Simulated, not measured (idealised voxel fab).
Process module in this document: voxel self aligned contacts
Pictured: cross-section cut, 285 nm wide, on a grid of 5 nm square cells.
Think of the cross-section as a grid of square cells. We describe it in bands, top to bottom, and each band covers one or more rows of those cells. Band: top and bottom heights (nm) first, top before bottom; then materials from left to right, widths in nm. "full width" marks a sole material filling the band edge to edge. "air" denotes empty space. Basically, 0 is our baseline, since under it the wafer straight out of the box is all one material. The bottom band has no lower end and keeps on going down, so it looks like "0 -> down". The notation "30 to 40" denotes a width that varies across the rows of cells in the band, beginning at the first number in the top row, finishing at the second number in the bottom row, and changing by an identical amount from each row to the next. Take "no modifications" at face value: in the step it is given for, the cross-section changed in none of its cells. Empty spaces counting at least 8 cells and having no open way to the top are listed in "Sealed internal voids". The notation width x height at distance is used for each, the distance being from the left edge and all three values in nm. That trailing text on a step's line, after the settings, is the simulator's own remark on the step. Among the settings permitted on a step's line is "overlay nm"; applied to a step with a mask, it specifies the extent to which the mask lay to the right of its planned position, whereas a negative figure signifies a position to the left.
### Intended process steps
1 RECEIVE [material Si]
2 OXIDIZE [depth nm 5]
3 DIRECTIONAL_DEP [material polySi] [thk nm 30]
4 DIRECTIONAL_DEP [material SiN] [thk nm 20]
5 DIRECTIONAL_DEP [material aC] [thk nm 15]
6 PATTERN [tone cover] [mask id GATE] [material resist] [width nm 25] [pitch nm 60] [thk nm 30] [overlay nm 0]
7 DIRECTIONAL_ETCH [etch materials aC] [depth nm 15]
8 STRIP [etch materials resist]
9 DIRECTIONAL_ETCH [etch materials SiN] [depth nm 20]
10 DIRECTIONAL_ETCH [etch materials polySi] [depth nm 30]
11 STRIP [etch materials aC]
12 CONFORMAL_DEP [material SiN] [thk nm 10]
13 DIRECTIONAL_ETCH [etch materials SiN] [depth nm 10]
14 FILL_DEP [material SiO2] [thk nm 15]
15 CMP [height nm 55]
16 MASKED_ETCH [tone open] [mask id CONTACT] [width nm 45] [pitch nm 60] [etch materials SiO2] [depth nm 60] [overlay nm 0]
17 CONFORMAL_DEP [material TiN] [thk nm 5]
18 FILL_DEP [material Ru] [thk nm 10]
19 CMP [height nm 55]
20 CONFORMAL_DEP [material SiN] [thk nm 5]
### As-received state of the wafer in cross-section, equivalent to post-step 1
  0 -> down = Si full width
  Sealed internal voids: none
### Post-module cross-section of the first of two wafers (run per plan)
  60 -> 55 = SiN full width
  55 -> 50 = SiO2 90 nm, TiN 20 nm, Ru 5 nm, TiN 20 nm, SiO2 15 nm, TiN 20 nm, Ru 5 nm, TiN 20 nm, SiO2 90 nm
  50 -> 30 = SiO2 60 nm, SiN 45 nm, TiN 5 nm, Ru 5 nm, TiN 5 nm, SiN 45 nm, TiN 5 nm, Ru 5 nm, TiN 5 nm, SiN 45 nm, SiO2 60 nm
  30 -> 0 = SiO2 60 nm, SiN 10 nm, polySi 25 nm, SiN 10 nm, TiN 5 nm, Ru 5 nm, TiN 5 nm, SiN 10 nm, polySi 25 nm, SiN 10 nm, TiN 5 nm, Ru 5 nm, TiN 5 nm, SiN 10 nm, polySi 25 nm, SiN 10 nm, SiO2 60 nm
  0 -> -5 = SiO2 105 nm, TiN 15 nm, SiO2 45 nm, TiN 15 nm, SiO2 105 nm
  -5 -> down = Si full width
  Sealed internal voids: none
### second wafer at the end: like start, like plan, one mistake
  60 -> 55 = SiN full width
  55 -> 50 = SiO2 95 nm, TiN 15 nm, Ru 5 nm, TiN 25 nm, SiO2 15 nm, TiN 15 nm, Ru 5 nm, TiN 25 nm, SiO2 85 nm
  50 -> 30 = SiO2 60 nm, SiN 45 nm, TiN 5 nm, Ru 5 nm, TiN 5 nm, SiN 45 nm, TiN 5 nm, Ru 5 nm, TiN 5 nm, SiN 45 nm, SiO2 60 nm
  30 -> 0 = SiO2 60 nm, SiN 10 nm, polySi 25 nm, SiN 10 nm, TiN 5 nm, Ru 5 nm, TiN 5 nm, SiN 10 nm, polySi 25 nm, SiN 10 nm, TiN 5 nm, Ru 5 nm, TiN 5 nm, SiN 10 nm, polySi 25 nm, SiN 10 nm, SiO2 60 nm
  0 -> -5 = SiO2 105 nm, TiN 15 nm, SiO2 45 nm, TiN 15 nm, SiO2 105 nm
  -5 -> down = Si full width
  Sealed internal voids: none
Deviation from plan: step 16 was not run as planned; what actually ran was MASKED_ETCH [tone open] [mask id CONTACT] [width nm 45] [pitch nm 60] [etch materials SiO2] [depth nm 60] [overlay nm 5]
Cell counts per material: same on both final wafers. Positions: different.
